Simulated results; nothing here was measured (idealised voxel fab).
Title: Process Module voxel capacitor over wiring
Xsec cut, 260 nm wide, square cell size 5 nm.
A cross-section in this document is a grid of square cells, and it is written down as bands, the top band listed before the ones below it; a band is made up of one or more rows of cells. A band entry consists of two parts. The first gives the height of the band's top and the height of its bottom, in nm. The rest lists the band's materials from left to right, each with its width in nm. A single material labelled with the word "full width" fills the band from edge to edge, and the word "empty" marks empty space. Ref level 0: as-received wafer is one material below here. Bottom band extends down with no lower bound ("0 down"). With a width like "30 to 40", each row of cells in the band differs from the next by the same amount, the top row carrying the first number and the bottom row the second. Where the words "everything unchanged" appear for a step, the cross-section shows no cell changed by that step; every cell remained as before. In "Trapped cavities" the enclosed voids are listed, meaning empty spaces of 8 cells or larger without any opening to the top. The form is width x height at distance, distance from the left edge, units nm. Read whatever lies past the settings on a step's line as the simulator's own remark about the step. overlay nm: for a step with a mask, the amount by which the mask lay right of where it was planned; a negative amount means left of it.
-- Intended process steps
1) RECEIVE,material Si
2) CONFORMAL_DEP,material SiO2,thk nm 10
3) DIRECTIONAL_DEP,material TiN,thk nm 5
4) DIRECTIONAL_DEP,material W,thk nm 15
5) MASKED_ETCH,tone cover,mask id METAL_1,width nm 30,pitch nm 100,etch materials W,depth nm 15,overlay nm 0
6) MASKED_ETCH,tone cover,mask id METAL_1,width nm 20,pitch nm 100,etch materials TiN,depth nm 5,overlay nm 0
7) CONFORMAL_DEP,material SiN,thk nm 5
8) FILL_DEP,material lowk,thk nm 10
9) CMP,height nm 30
10) CONFORMAL_DEP,material SiCN,thk nm 5
11) DIRECTIONAL_DEP,material lowk,thk nm 15
12) MASKED_ETCH,tone open,mask id PLUG_1,width nm 15,etch materials lowk,depth nm 15,overlay nm 0
13) MASKED_ETCH,tone open,mask id PLUG_1,width nm 15,etch materials SiCN,depth nm 5,overlay nm 0
14) EPI,material Ru,thk nm 10
15) EPI,material Ru,thk nm 10
16) DIRECTIONAL_DEP,material TiN,thk nm 5
17) DIRECTIONAL_DEP,material HfO2,thk nm 5
18) DIRECTIONAL_DEP,material TiN,thk nm 10
19) DIRECTIONAL_DEP,material aC,thk nm 15
20) PATTERN,tone cover,mask id UPPER_PLATE,material resist,width nm 75,thk nm 35,overlay nm 0
21) DIRECTIONAL_ETCH,etch materials aC,depth nm 15
22) STRIP,etch materials resist
23) DIRECTIONAL_ETCH,etch materials TiN,depth nm 10
24) DIRECTIONAL_ETCH,etch materials HfO2,depth nm 5
25) STRIP,etch materials aC
26) DIRECTIONAL_DEP,material aC,thk nm 15
27) PATTERN,tone cover,mask id LOWER_PLATE,material resist,width nm 85,thk nm 30,overlay nm 0
28) DIRECTIONAL_ETCH,etch materials aC,depth nm 15
29) STRIP,etch materials resist
30) DIRECTIONAL_ETCH,etch materials TiN,depth nm 5
31) STRIP,etch materials aC
32) FILL_DEP,material SiO2,thk nm 15
33) CMP,height nm 80
34) DIRECTIONAL_DEP,material aC,thk nm 10
35) PATTERN,tone open,mask id PLUG_2,material resist,width nm 15,thk nm 25,overlay nm 0
36) DIRECTIONAL_ETCH,etch materials aC,depth nm 10
37) STRIP,etch materials resist
38) DIRECTIONAL_ETCH,etch materials SiO2,depth nm 10
39) STRIP,etch materials aC
40) CONFORMAL_DEP,material TiN,thk nm 5
41) FILL_DEP,material Cu,thk nm 5
42) CMP,height nm 80
43) CONFORMAL_DEP,material SiN,thk nm 5
For this document, wafers share an identical start and vary in the step 6 width nm; the plan quotes the first wafer's value.
-- The first of several wafers, as received after step 1, seen in section
- 0 down | Si full width
- Trapped cavities: none
-- End of module: cross-section of the first of several wafers after step 43, the last step
- 85 to 80 | SiN full width
- 80 to 75 | SiO2=90  TiN=5  Cu=5  TiN=5  SiO2=155
- 75 to 70 | SiO2=90  TiN=15  SiO2=155
- 70 to 60 | SiO2=80  TiN=75  SiO2=105
- 60 to 55 | SiO2=80  HfO2=75  SiO2=105
- 55 to 50 | SiO2=75  TiN=85  SiO2=100
- 50 to 35 | lowk=80  Ru=15  lowk=165
- 35 to 30 | SiCN=80  Ru=15  SiCN=165
- 30 to 15 | lowk=60  SiN=5  W=30  SiN=5  lowk=60  SiN=5  W=30  SiN=5  lowk=60
- 15 to 10 | SiN=65  TiN=30  SiN=70  TiN=30  SiN=65
- 10 to 0 | SiO2 full width
- 0 down | Si full width
- Trapped cavities: none
-- Here we cross-sectioned the last of the wafers once the module was done
- 85 to 80 | SiN full width
- 80 to 75 | SiO2=90  TiN=5  Cu=5  TiN=5  SiO2=155
- 75 to 70 | SiO2=90  TiN=15  SiO2=155
- 70 to 60 | SiO2=80  TiN=75  SiO2=105
- 60 to 55 | SiO2=80  HfO2=75  SiO2=105
- 55 to 50 | SiO2=75  TiN=85  SiO2=100
- 50 to 35 | lowk=80  Ru=15  lowk=165
- 35 to 30 | SiCN=80  Ru=15  SiCN=165
- 30 to 20 | lowk=60  SiN=5  W=30  SiN=5  lowk=60  SiN=5  W=30  SiN=5  lowk=60
- 20 to 15 | lowk=55  SiN=10  W=30  SiN=15  lowk=45  SiN=10  W=30  SiN=15  lowk=50
- 15 to 10 | SiN=60  TiN=45  SiN=55  TiN=45  SiN=55
- 10 to 0 | SiO2 full width
- 0 down | Si full width
- Trapped cavities: none
-- Here is how to read the rows: every wafer has a row, and it shows the wafer at the end of the module, giving for each material how many cells were gained (+) or lost (-) since the wafer was received, then listing its closed voids
width nm 20 | +1 Cu | +15 HfO2 | +12 Ru | +49 SiCN | +104 SiN | +348 SiO2 | +64 TiN | +36 W | +255 lowk | Trapped cavities: none
width nm 25 | +1 Cu | +15 HfO2 | +12 Ru | +49 SiCN | +104 SiN | +348 SiO2 | +64 TiN | +36 W | +255 lowk | Trapped cavities: none
width nm 30 | +1 Cu | +15 HfO2 | +12 Ru | +49 SiCN | +104 SiN | +348 SiO2 | +64 TiN | +36 W | +255 lowk | Trapped cavities: none
width nm 35 | +1 Cu | +15 HfO2 | +12 Ru | +49 SiCN | +104 SiN | +348 SiO2 | +66 TiN | +36 W | +253 lowk | Trapped cavities: none
width nm 40 | +1 Cu | +15 HfO2 | +12 Ru | +49 SiCN | +104 SiN | +348 SiO2 | +68 TiN | +36 W | +251 lowk | Trapped cavities: none
width nm 45 | +1 Cu | +15 HfO2 | +12 Ru | +49 SiCN | +104 SiN | +348 SiO2 | +70 TiN | +36 W | +249 lowk | Trapped cavities: none
